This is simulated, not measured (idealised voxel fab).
A process module follows: voxel released beams.
The width of the displayed cross-section, cut, is 180 nm; its cells are square, with a size of 5 nm.
Think of the cross-section as a grid of square cells. We describe it in bands, top to bottom, and each band covers one or more rows of those cells.
For a band, the entry starts with two heights in nm, that of the top and then that of the bottom, and carries on with the band's materials in order from left to right, each alongside its width in nm; the word "everywhere" beside a single material means it fills the band edge to edge, and "air" means empty space.
Heads up on the height convention: 0 is the point under which the incoming wafer is all one material, and the lowest band has no bottom, it just keeps going down, like "top 0, no bottom".
Width: "30..40" (first number = top row, second number = bottom row, same change from row to row of cells).
"remains unaltered", as given for a step, is the statement that not any cell of the cross-section underwent a change during that step.
So "Closed void register" is basically the list of trapped voids: any empty space of 8 cells or more that can't reach the top through an opening. They're written width x height at distance, the distance being from the left edge, and it's all nm.
On each step's line, the part that comes after the settings is the simulator's own comment on the step.
overlay nm: mask offset rightward from planned place, masked step; negative means leftward offset.
List of planned process steps
1. op RECEIVE | material Si
2. op CONFORMAL_DEP | material SiN | thk nm 10
3. op DIRECTIONAL_DEP | material SiO2 | thk nm 15
4. op PATTERN | tone open | mask id ANCHOR | material resist | width nm 35 | thk nm 20 | overlay nm 0
5. op DIRECTIONAL_ETCH | etch materials SiO2 | depth nm 15
6. op STRIP | etch materials resist
7. op CONFORMAL_DEP | material polySi | thk nm 10
8. op PATTERN | tone cover | mask id BEAM | material resist | width nm 110 | thk nm 15 | overlay nm -15
9. op DIRECTIONAL_ETCH | etch materials polySi | depth nm 10
10. op STRIP | etch materials resist
11. op STRIP | etch materials SiO2
What sets these wafers apart? The overlay nm at step 8. They all start alike, and the plan carries the first wafer's value.
Cross-section of the first of several received wafers, showing its state after step 1
- top 0, no bottom: Si everywhere
- Closed void register: none
Cross-section after step 11, the final step of the module, for the first of several wafers
- top 35, bottom 25: 15 of air | 30 of polySi | 15 of air | 65 of polySi | 55 of air
- top 25, bottom 20: 35 of air | 10 of polySi | 15 of air | 10 of polySi | 110 of air
- top 20, bottom 10: 35 of air | 35 of polySi | 110 of air
- top 10, bottom 0: SiN everywhere
- top 0, no bottom: Si everywhere
- Closed void register: none
Sectional view of the last wafer upon completion of the module
- top 35, bottom 25: 60 of air | 95 of polySi | 25 of air
- top 25, bottom 20: 35 of air | 10 of polySi | 15 of air | 10 of polySi | 110 of air
- top 20, bottom 10: 35 of air | 35 of polySi | 110 of air
- top 10, bottom 0: SiN everywhere
- top 0, no bottom: Si everywhere
- Closed void register: none
Each row below is a wafer at the end of the module, listing for every material the number of cells it has gained (+) or lost (-) since it was received, followed by its closed voids
overlay nm -15; +72 SiN; +56 polySi; Closed void register: none
overlay nm -10; +72 SiN; +56 polySi; Closed void register: none
overlay nm -5; +72 SiN; +56 polySi; Closed void register: none
overlay nm 0; +72 SiN; +56 polySi; Closed void register: none
overlay nm 5; +72 SiN; +56 polySi; Closed void register: none
overlay nm 10; +72 SiN; +56 polySi; Closed void register: none
overlay nm 15; +72 SiN; +56 polySi; Closed void register: none
